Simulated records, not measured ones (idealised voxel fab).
This is a process module. Its name is voxel ribs on slabs.
The cross-section shown here is cut; it is 240 nm wide and divided into square cells measuring 5 nm on a side.
Think of the cross-section as a grid of square cells. We describe it in bands, top to bottom, and each band covers one or more rows of those cells.
In this notation a band is specified by the heights of its top and bottom, in that order and in nm, after which its materials appear from left to right, each paired with its width in nm. The word "throughout" attached to a single material means that material fills the band from edge to edge; the word "empty" stands for empty space.
Height datum 0, below which the as-received substrate wafer is one material. Lowest band open at the bottom, running downward: "0 -> down".
Width: "30..40" (first number = top row, second number = bottom row, same change from row to row of cells).
A step reported as "remained unchanged" is a step in which no cell of the cross-section changed.
"Non-vented voids": empty spaces of 8 cells or more with no open way to the top, each given as width x height at distance, distance from the left edge, all in nm.
Past the settings on a step's line: simulator remark, on that step.
Regarding "overlay nm": on a step with a mask, it is the distance the mask lay to the right of its planned place; a negative value places it to the left.

## This section lists the process steps that were planned
1: RECEIVE [material Si]
2: DIRECTIONAL_DEP [material SiO2] [thk nm 30]
3: DIRECTIONAL_DEP [material SiN] [thk nm 25]
4: DIRECTIONAL_DEP [material aC] [thk nm 10]
5: PATTERN [tone cover] [mask id RIB] [material resist] [width nm 25] [thk nm 25] [overlay nm 0]
6: DIRECTIONAL_ETCH [etch materials aC] [depth nm 10]
7: STRIP [etch materials resist]
8: DIRECTIONAL_ETCH [etch materials SiN] [depth nm 10]
9: STRIP [etch materials aC]
10: PATTERN [tone cover] [mask id SLAB] [material resist] [width nm 85] [thk nm 20] [overlay nm 0]
11: DIRECTIONAL_ETCH [etch materials SiN] [depth nm 15]
12: STRIP [etch materials resist]
13: FILL_DEP [material SiO2] [thk nm 30]
14: CMP [height nm 75]
15: DIRECTIONAL_DEP [material W] [thk nm 10]
16: DIRECTIONAL_DEP [material aC] [thk nm 15]
17: PATTERN [tone cover] [mask id HEATER] [material resist] [width nm 35] [thk nm 35] [overlay nm 0]
18: DIRECTIONAL_ETCH [etch materials aC] [depth nm 15]
19: STRIP [etch materials resist]
20: DIRECTIONAL_ETCH [etch materials W] [depth nm 10]
21: STRIP [etch materials aC]
22: CONFORMAL_DEP [material SiN] [thk nm 10]

## Cross-section of the wafer upon arrival, representing the state reached after step 1
- 0 -> down  Si throughout
- Non-vented voids: none

## End-of-module cross-section of the first of two wafers, processed as planned
- 95 -> 85  empty 90 nm; SiN 55 nm; empty 95 nm
- 85 -> 75  SiN 100 nm; W 35 nm; SiN 105 nm
- 75 -> 55  SiO2 throughout
- 55 -> 45  SiO2 105 nm; SiN 25 nm; SiO2 110 nm
- 45 -> 30  SiO2 75 nm; SiN 85 nm; SiO2 80 nm
- 30 -> 0  SiO2 throughout
- 0 -> down  Si throughout
- Non-vented voids: none

## Second wafer cross-section at end of module - shared start and plan with the first, one mistake in the run
- 95 -> 85  empty 90 nm; SiN 55 nm; empty 95 nm
- 85 -> 75  SiN 100 nm; W 35 nm; SiN 105 nm
- 75 -> 60  SiO2 75 nm; SiN 85 nm; SiO2 80 nm
- 60 -> 0  SiO2 throughout
- 0 -> down  Si throughout
- Non-vented voids: none
Diagnosis: execution of plan step 2 occurred twice
Final comparison by cell count, materials where the second wafer has more or fewer than the first: 10 fewer of SiN | 10 more of SiO2
